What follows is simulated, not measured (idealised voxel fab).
process module | voxel transistor to metal
cross-section cut | 150 nm wide | cells 5 nm
A cross-section is a grid of square cells, given in bands from the top down. A band is one or more rows of cells.
Each band's line starts with the height of the band's top and of its bottom, in nm. Then come its materials from left to right, each with its width in nm. One material with "throughout" fills the band from edge to edge. "air" is empty space.
Height 0 is the level under which the wafer as received is all one material. The lowest band goes on downwards, as in "0 down".
A width such as "30 to 40" changes by the same amount from each row of cells to the next, from the band's top row to its bottom row.
"no change" after a step means that no cell of the cross-section changed.
closed voids: empty space of 8 cells or more with no open way to the top, each as width x height at its distance from the left edge, in nm
after a step's settings: what the simulator itself notes on the step
overlay nm, on a step with a mask: how far to the right of its planned place the mask lay; to the left if negative
plan
1 op RECEIVE | material Si
2 op CONFORMAL_DEP | material SiO2 | thk nm 5
3 op CONFORMAL_DEP | material SiN | thk nm 10
4 op PATTERN | tone cover | mask id ACTIVE | material resist | width nm 115 | thk nm 15 | overlay nm 0
5 op DIRECTIONAL_ETCH | etch materials SiN | depth nm 10
6 op DIRECTIONAL_ETCH | etch materials SiO2 | depth nm 5
7 op DIRECTIONAL_ETCH | etch materials Si | depth nm 20
8 op STRIP | etch materials resist
9 op FILL_DEP | material SiO2 | thk nm 15
10 op CMP | height nm 15
11 op SELECTIVE_ETCH | etch materials SiO2 | depth nm 10
12 op STRIP | etch materials SiN
13 op SELECTIVE_ETCH | etch materials SiO2 | depth nm 5
14 op OXIDIZE | depth nm 5
15 op DIRECTIONAL_DEP | material polySi | thk nm 20
16 op DIRECTIONAL_DEP | material SiCN | thk nm 10
17 op DIRECTIONAL_DEP | material aC | thk nm 10
18 op PATTERN | tone cover | mask id GATE | material resist | width nm 35 | thk nm 30 | overlay nm 0
19 op DIRECTIONAL_ETCH | etch materials aC | depth nm 10
20 op STRIP | etch materials resist
21 op DIRECTIONAL_ETCH | etch materials SiCN | depth nm 20
22 op DIRECTIONAL_ETCH | etch materials polySi | depth nm 30
23 op STRIP | etch materials aC
24 op CONFORMAL_DEP | material SiN | thk nm 5
25 op DIRECTIONAL_ETCH | etch materials SiN | depth nm 5
26 op DIRECTIONAL_ETCH | etch materials SiO2 | depth nm 5
27 op DIRECTIONAL_ETCH | etch materials Si | depth nm 5
28 op EPI | material SiGe | thk nm 10
29 op FILL_DEP | material SiO2 | thk nm 10
30 op CMP | height nm 20
31 op STRIP | etch materials polySi
32 op SELECTIVE_ETCH | etch materials SiO2 | depth nm 5
33 op CONFORMAL_DEP | material HfO2 | thk nm 5
34 op CONFORMAL_DEP | material TiN | thk nm 5
35 op FILL_DEP | material W | thk nm 5
36 op CMP | height nm 15
37 op DIRECTIONAL_DEP | material SiO2 | thk nm 10
38 op PATTERN | tone open | mask id CONTACT | material resist | width nm 15 | pitch nm 90 | thk nm 20 | overlay nm 0
39 op DIRECTIONAL_ETCH | etch materials SiO2 | depth nm 25
40 op STRIP | etch materials resist
41 op CONFORMAL_DEP | material TiN | thk nm 5
42 op FILL_DEP | material W | thk nm 5
43 op CMP | height nm 25
44 op CONFORMAL_DEP | material SiCN | thk nm 5
45 op DIRECTIONAL_DEP | material lowk | thk nm 20
46 op PATTERN | tone open | mask id METAL_1 | material resist | width nm 15 | pitch nm 90 | thk nm 15 | overlay nm 0
47 op DIRECTIONAL_ETCH | etch materials lowk | depth nm 20
48 op DIRECTIONAL_ETCH | etch materials SiCN | depth nm 5
49 op STRIP | etch materials resist
50 op CONFORMAL_DEP | material TiN | thk nm 5
51 op FILL_DEP | material Ru | thk nm 5
52 op CMP | height nm 50
53 op EPI | material Ru | thk nm 5
54 op FILL_DEP | material SiCN | thk nm 5
as received, after step 1
  0 down: Si throughout
  closed voids: none
a wafer at the end: this start, this plan, one mistake
  60 to 55: SiCN throughout
  55 to 50: SiCN 15 | Ru 25 | SiCN 65 | Ru 25 | SiCN 20
  50 to 30: lowk 20 | TiN 5 | Ru 5 | TiN 5 | lowk 75 | TiN 5 | Ru 5 | TiN 5 | lowk 25
  30 to 25: SiCN 20 | TiN 15 | SiCN 75 | TiN 15 | SiCN 25
  25 to 15: SiO2 20 | TiN 5 | W 5 | TiN 5 | SiO2 75 | TiN 5 | W 5 | TiN 5 | SiO2 25
  15 to 5: SiO2 20 | TiN 5 | W 5 | TiN 5 | SiO2 15 | SiN 5 | HfO2 5 | TiN 5 | W 15 | TiN 5 | HfO2 5 | SiN 5 | SiO2 15 | TiN 5 | W 5 | TiN 5 | SiO2 25
  5 to 0: SiO2 20 | TiN 15 | SiO2 5 | SiGe 10 | SiN 5 | HfO2 5 | TiN 25 | HfO2 5 | SiN 5 | SiGe 10 | SiO2 5 | TiN 15 | SiO2 25
  0 to -5: SiO2 10 | SiGe 40 | HfO2 45 | SiGe 40 | SiO2 15
  -5 to -10: SiO2 15 | SiGe 35 | Si 45 | SiGe 35 | SiO2 20
  -10 to -40: SiO2 15 | Si 115 | SiO2 20
  -40 down: Si throughout
  closed voids: none
what went wrong: step 7 was run twice
